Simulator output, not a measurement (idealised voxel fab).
Title: Process Module voxel transistor to metal
Xsec cut, 160 nm wide, square cell size 5 nm.
Cross-section spec: square-cell grid; bands listed top down; each band is one or more rows. Per band: top height and bottom height in nm, followed by the left-to-right materials and their widths in nm; "throughout" marks a single material spanning edge to edge, "empty" marks empty space. Height 0 is the level under which the wafer as received is all one material. The lowest band goes on downwards, as in "0..down". Top row gets the first number, bottom row gets the second, and each row in between changes by the same step: that is how a band width like "30->40" works. The cross-section has no changed cell in any step marked "remained the same". The list in "Sealed internal voids" covers empty spaces of 8 cells or more that cannot reach the top through any open way, and it gives each as width x height at distance; the distance is from the left edge, and width, height and distance are in nm. Note: text after step settings on the step line = simulator remark on that step. Regarding "overlay nm": on a step with a mask, it is the distance the mask lay to the right of its planned place; a negative value places it to the left.

-- Below is the list of planned process steps
step 1: RECEIVE [material Si]
step 2: CONFORMAL_DEP [material SiO2] [thk nm 5]
step 3: CONFORMAL_DEP [material SiN] [thk nm 15]
step 4: PATTERN [tone cover] [mask id ACTIVE] [material resist] [width nm 95] [thk nm 15] [overlay nm 0]
step 5: DIRECTIONAL_ETCH [etch materials SiN] [depth nm 15]
step 6: DIRECTIONAL_ETCH [etch materials SiO2] [depth nm 5]
step 7: DIRECTIONAL_ETCH [etch materials Si] [depth nm 20]
step 8: STRIP [etch materials resist]
step 9: FILL_DEP [material SiO2] [thk nm 15]
step 10: CMP [height nm 20]
step 11: SELECTIVE_ETCH [etch materials SiO2] [depth nm 10]
step 12: STRIP [etch materials SiN]
step 13: SELECTIVE_ETCH [etch materials SiO2] [depth nm 5]
step 14: OXIDIZE [depth nm 5]
step 15: DIRECTIONAL_DEP [material polySi] [thk nm 25]
step 16: DIRECTIONAL_DEP [material SiCN] [thk nm 15]
step 17: PATTERN [tone cover] [mask id GATE] [material resist] [width nm 25] [thk nm 15] [overlay nm 0]
step 18: DIRECTIONAL_ETCH [etch materials SiCN] [depth nm 25]
step 19: DIRECTIONAL_ETCH [etch materials polySi] [depth nm 35]
step 20: STRIP [etch materials resist]
step 21: CONFORMAL_DEP [material SiO2] [thk nm 5]
step 22: DIRECTIONAL_ETCH [etch materials SiO2] [depth nm 5]
step 23: CONFORMAL_DEP [material SiN] [thk nm 5]
step 24: DIRECTIONAL_ETCH [etch materials SiN] [depth nm 5]
step 25: DIRECTIONAL_ETCH [etch materials SiO2] [depth nm 5]
step 26: DIRECTIONAL_ETCH [etch materials Si] [depth nm 15]
step 27: EPI [material SiGe] [thk nm 15]
step 28: FILL_DEP [material SiO2] [thk nm 5]
step 29: CMP [height nm 25]
step 30: STRIP [etch materials polySi]
step 31: SELECTIVE_ETCH [etch materials SiO2] [depth nm 5]
step 32: CONFORMAL_DEP [material HfO2] [thk nm 5]
step 33: CONFORMAL_DEP [material TiN] [thk nm 5]
step 34: FILL_DEP [material W] [thk nm 5]
step 35: CMP [height nm 20]
step 36: DIRECTIONAL_DEP [material SiO2] [thk nm 15]
step 37: PATTERN [tone open] [mask id CONTACT] [material resist] [width nm 15] [pitch nm 70] [thk nm 20] [overlay nm 0]
step 38: DIRECTIONAL_ETCH [etch materials SiO2] [depth nm 25]
step 39: STRIP [etch materials resist]
step 40: CONFORMAL_DEP [material TiN] [thk nm 5]
step 41: FILL_DEP [material Ru] [thk nm 10]
step 42: CMP [height nm 35]
step 43: DIRECTIONAL_DEP [material TiN] [thk nm 5]
step 44: DIRECTIONAL_DEP [material W] [thk nm 25]
step 45: PATTERN [tone cover] [mask id METAL_1] [material resist] [width nm 15] [pitch nm 70] [thk nm 20] [overlay nm 0]
step 46: DIRECTIONAL_ETCH [etch materials W] [depth nm 25]
step 47: DIRECTIONAL_ETCH [etch materials TiN] [depth nm 5]
step 48: STRIP [etch materials resist]
step 49: FILL_DEP [material SiO2] [thk nm 5]
step 50: CMP [height nm 65]
step 51: CONFORMAL_DEP [material SiCN] [thk nm 5]
step 52: DIRECTIONAL_DEP [material SiO2] [thk nm 30]
step 53: PATTERN [tone open] [mask id METAL_2] [material resist] [width nm 15] [pitch nm 70] [thk nm 20] [overlay nm 0]
step 54: DIRECTIONAL_ETCH [etch materials SiO2] [depth nm 20]
step 55: STRIP [etch materials resist]
step 56: MASKED_ETCH [tone open] [mask id METAL_2_HOLES] [width nm 15] [pitch nm 70] [etch materials SiO2] [depth nm 10] [overlay nm 0]
step 57: MASKED_ETCH [tone open] [mask id METAL_2_HOLES] [width nm 15] [pitch nm 70] [etch materials SiCN] [depth nm 5] [overlay nm 0]
step 58: CONFORMAL_DEP [material TiN] [thk nm 5]
step 59: FILL_DEP [material Ru] [thk nm 5]
step 60: CMP [height nm 100]
step 61: CONFORMAL_DEP [material SiCN] [thk nm 5]

-- As-received state of the wafer in cross-section, equivalent to post-step 1
- 0..down | Si throughout
- Sealed internal voids: none

-- Cross-section, end of module. Start: as above. Plan: as above. Execution: one mistake
- 105..100 | SiCN throughout
- 100..70 | 35 of SiO2, then 5 of TiN, then 5 of Ru, then 5 of TiN, then 55 of SiO2, then 5 of TiN, then 5 of Ru, then 5 of TiN, then 40 of SiO2
- 70..65 | 35 of SiCN, then 15 of TiN, then 55 of SiCN, then 15 of TiN, then 40 of SiCN
- 65..40 | 35 of SiO2, then 15 of W, then 55 of SiO2, then 15 of W, then 40 of SiO2
- 40..35 | 35 of SiO2, then 15 of TiN, then 55 of SiO2, then 15 of TiN, then 40 of SiO2
- 35..20 | 35 of SiO2, then 5 of TiN, then 5 of Ru, then 5 of TiN, then 55 of SiO2, then 5 of TiN, then 5 of Ru, then 5 of TiN, then 40 of SiO2
- 20..15 | 35 of SiO2, then 5 of TiN, then 5 of Ru, then 5 of TiN, then 5 of SiO2, then 5 of SiN, then 5 of HfO2, then 5 of TiN, then 15 of W, then 5 of TiN, then 5 of HfO2, then 5 of SiN, then 5 of SiO2, then 5 of TiN, then 5 of Ru, then 5 of TiN, then 40 of SiO2
- 15..10 | 35 of SiO2, then 15 of TiN, then 5 of SiO2, then 5 of SiN, then 5 of HfO2, then 5 of TiN, then 15 of W, then 5 of TiN, then 5 of HfO2, then 5 of SiN, then 5 of SiO2, then 15 of TiN, then 40 of SiO2
- 10..5 | 30 of SiO2, then 25 of SiGe, then 5 of SiN, then 5 of HfO2, then 5 of TiN, then 15 of W, then 5 of TiN, then 5 of HfO2, then 5 of SiN, then 25 of SiGe, then 35 of SiO2
- 5..0 | 30 of SiO2, then 5 of SiN, then 20 of SiGe, then 5 of SiN, then 5 of HfO2, then 25 of TiN, then 5 of HfO2, then 5 of SiN, then 20 of SiGe, then 5 of SiN, then 35 of SiO2
- 0..-5 | 35 of SiO2, then 20 of SiGe, then 5 of SiO2, then 35 of HfO2, then 5 of SiO2, then 20 of SiGe, then 40 of SiO2
- -5..-20 | 30 of SiO2, then 5 of Si, then 20 of SiGe, then 45 of Si, then 20 of SiGe, then 5 of Si, then 35 of SiO2
- -20..-40 | 30 of SiO2, then 95 of Si, then 35 of SiO2
- -40..down | Si throughout
- Sealed internal voids: none
Diagnosis: execution of plan step 7 occurred twice
